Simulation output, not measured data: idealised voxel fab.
Process module under the name voxel fin reveal
The figure presents cross-section cut, which has a width of 220 nm and is divided into square cells with an edge length of 5 nm.
Cross-section layout: square cells on a grid; listed as bands, top to bottom; a band spans one or more cell rows.
First you get the band's top height and its bottom height, in nm, and then the materials it's made of, left to right, with each width in nm. If you see a single material with "edge to edge", that one covers the band edge to edge. "air" is empty space.
Heights are measured from 0, the level below which the as-received wafer is all one material; the lowest band has no bottom and continues downward, written as in "0 nm and below".
Note: "30 to 40" means the width goes from the first number (top row of the band) to the second number (bottom row) in equal steps per row of cells.
Basically "all unchanged" means that step didn't change any cell in the cross-section.
The entry "Closed void listing" lists the empty spaces that cover at least 8 cells and have no open path to the top. Each is written as width x height at distance, where the distance is measured from the left edge and all three values are in nm.
Read whatever lies past the settings on a step's line as the simulator's own remark about the step.
overlay nm: step with mask; distance mask lay right of planned place; negative value = left of planned place.
### Below is the list of planned process steps
step 1: RECEIVE with material Si
step 2: CONFORMAL_DEP with material SiN, thk nm 10
step 3: MASKED_ETCH with tone cover, mask id FINS, width nm 15, pitch nm 40, etch materials SiN, depth nm 10, overlay nm 0
step 4: MASKED_ETCH with tone cover, mask id FINS, width nm 15, pitch nm 40, etch materials Si, depth nm 40, overlay nm 0
step 5: OXIDIZE with depth nm 5
step 6: FILL_DEP with material SiO2, thk nm 5
step 7: CMP with height nm 10
step 8: SELECTIVE_ETCH with etch materials SiO2, depth nm 40
step 9: STRIP with etch materials SiN
### Cross-section of the wafer at receipt, which is the condition after step 1
- 0 nm and below | Si edge to edge
- Closed void listing: none
### This is how the wafer looks in cross-section once the module is done, given the starting state and plan above and one mistake in carrying the plan out
- 0 nm to -5 nm | air=45, then Si=5, then air=35, then Si=5, then air=35, then Si=5, then air=35, then Si=5, then air=50
- -5 nm to -30 nm | air=35, then Si=15, then air=25, then Si=15, then air=25, then Si=15, then air=25, then Si=15, then air=50
- -30 nm to -45 nm | SiO2=35, then Si=15, then SiO2=25, then Si=15, then SiO2=25, then Si=15, then SiO2=25, then Si=15, then SiO2=50
- -45 nm and below | Si edge to edge
- Closed void listing: none
In executing the process, a mistake was made relative to the plan: step 4 off recipe, ran as MASKED_ETCH with tone cover, mask id FINS, width nm 15, pitch nm 40, etch materials Si, depth nm 40, overlay nm -10
